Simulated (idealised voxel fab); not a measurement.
Process module under the name voxel local oxidation
The cross-section shown here is cut; it is 205 nm wide and divided into square cells measuring 5 nm on a side.
This document writes a cross-section as a grid whose cells are square, and gives it as bands, listed from the top down; one or more rows of cells form a band.
Band: top height; bottom height; in nm. Then, left to right: material with width in nm, for each material. "edge to edge": a single material spanning edge to edge. "air": empty space.
We count height from 0. Below that, the starting wafer is all one material. The lowest band never ends at the bottom but goes on down; see "z 0 and below" for how that is written.
Note: "30 to 40" means the width goes from the first number (top row of the band) to the second number (bottom row) in equal steps per row of cells.
The designation "no alteration", where it is given for a processing step, indicates that no cell of the cross-section was altered in the course of that step.
You'll see "Closed void entries" listing empty spaces that have no way open to the top, as long as they're 8 cells or more; the notation is width x height at distance, where the distance is from the left edge, and all of it is in nm.
Text after the settings on a step's line: the simulator's own remark on that step.
The line of a step may include "overlay nm". On a step with a mask, this value is how far to the right of its planned place the mask lay. A negative value means the mask lay to the left.
[Process steps (planned)]
1. RECEIVE with material Si
2. CONFORMAL_DEP with material SiO2, thk nm 5
3. CONFORMAL_DEP with material SiN, thk nm 15
4. DIRECTIONAL_DEP with material aC, thk nm 5
5. PATTERN with tone cover, mask id ACTIVE, material resist, width nm 90, thk nm 30, overlay nm 0
6. DIRECTIONAL_ETCH with etch materials aC, depth nm 10
7. STRIP with etch materials resist
8. DIRECTIONAL_ETCH with etch materials SiN, depth nm 15
9. STRIP with etch materials aC
10. SELECTIVE_ETCH with etch materials SiO2, depth nm 5
11. OXIDIZE with depth nm 15
12. STRIP with etch materials SiN
Variable across wafers: step 4 thk nm (plan value is that of the first wafer; starting state common to all).
[Cross-section of the first of several wafers as received (after step 1)]
z 0 and below  Si edge to edge
Closed void entries: none
[Row per wafer, end-of-module: cell gain (+)/loss (-) by material since the wafer came in, then closed voids]
thk nm 5, -93 Si, +109 SiO2, Closed void entries: none
thk nm 10, -93 Si, +109 SiO2, Closed void entries: none
thk nm 15, +41 SiO2, Closed void entries: none
thk nm 20, +41 SiO2, Closed void entries: none
thk nm 25, +41 SiO2, Closed void entries: none
